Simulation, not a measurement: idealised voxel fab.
Name of the process module below: voxel double patterning
Pictured: cross-section cut, 300 nm wide, on a grid of 5 nm square cells.
Throughout this document, each cross-section is represented as a grid of square cells and is presented as a sequence of bands enumerated from the top downward, where a band comprises one or more rows of cells.
It is stipulated that each band's entry specify, in nanometres, the height of the top of the band and then that of its bottom, followed by the materials of the band in left-to-right sequence, each together with its width in nanometres. A single material marked by the word "all across" is understood to fill the band from edge to edge; the word "empty" is understood to denote empty space.
Note: height 0 marks the level under which the wafer is uniformly one material as received. Lowest band unbounded below, written "0..down".
When a width is written as two numbers, as in "30..40", the first number is the width in the top row of cells of the band and the second is the width in its bottom row, and the width changes by the same amount from each row to the next.
"all unchanged" -> step changed no cross-section cell.
"Internal closed voids" - sealed voids, min. 8 cells, no opening to top; format: width x height at distance (distance from left edge; nm throughout).
Post-settings text on a step line: simulator's own remark regarding the step.
When a step includes a mask, the "overlay nm" setting on its line states how far to the right of its planned place that mask lay, and negative values state how far to the left.

Process steps foreseen in the plan:
1) RECEIVE, material Si
2) CONFORMAL_DEP, material SiO2, thk nm 5
3) DIRECTIONAL_DEP, material W, thk nm 15
4) DIRECTIONAL_DEP, material SiCN, thk nm 10
5) DIRECTIONAL_DEP, material aC, thk nm 15
6) PATTERN, tone open, mask id FIRST, material resist, width nm 15, pitch nm 50, thk nm 30, overlay nm 0
7) DIRECTIONAL_ETCH, etch materials aC, depth nm 15
8) STRIP, etch materials resist
9) DIRECTIONAL_ETCH, etch materials SiCN, depth nm 10
10) STRIP, etch materials aC
11) PATTERN, tone open, mask id SECOND, material resist, width nm 15, pitch nm 50, thk nm 15, overlay nm 0
12) DIRECTIONAL_ETCH, etch materials SiCN, depth nm 10
13) STRIP, etch materials resist
14) DIRECTIONAL_ETCH, etch materials W, depth nm 15
15) STRIP, etch materials SiCN

So this is the incoming wafer in cross-section - it's already been through step 1:
  0..down | Si all across
  Internal closed voids: none

Post-module cross-section: identical start and plan to those above, one misstep in execution:
  35..20 | W=90  empty=15  W=10  empty=15  W=10  empty=15  W=10  empty=15  W=10  empty=15  W=95
  20..5 | W all across
  5..0 | SiO2 all across
  0..down | Si all across
  Internal closed voids: none
Short version of what went wrong: regarding the plan, step 3 was run twice
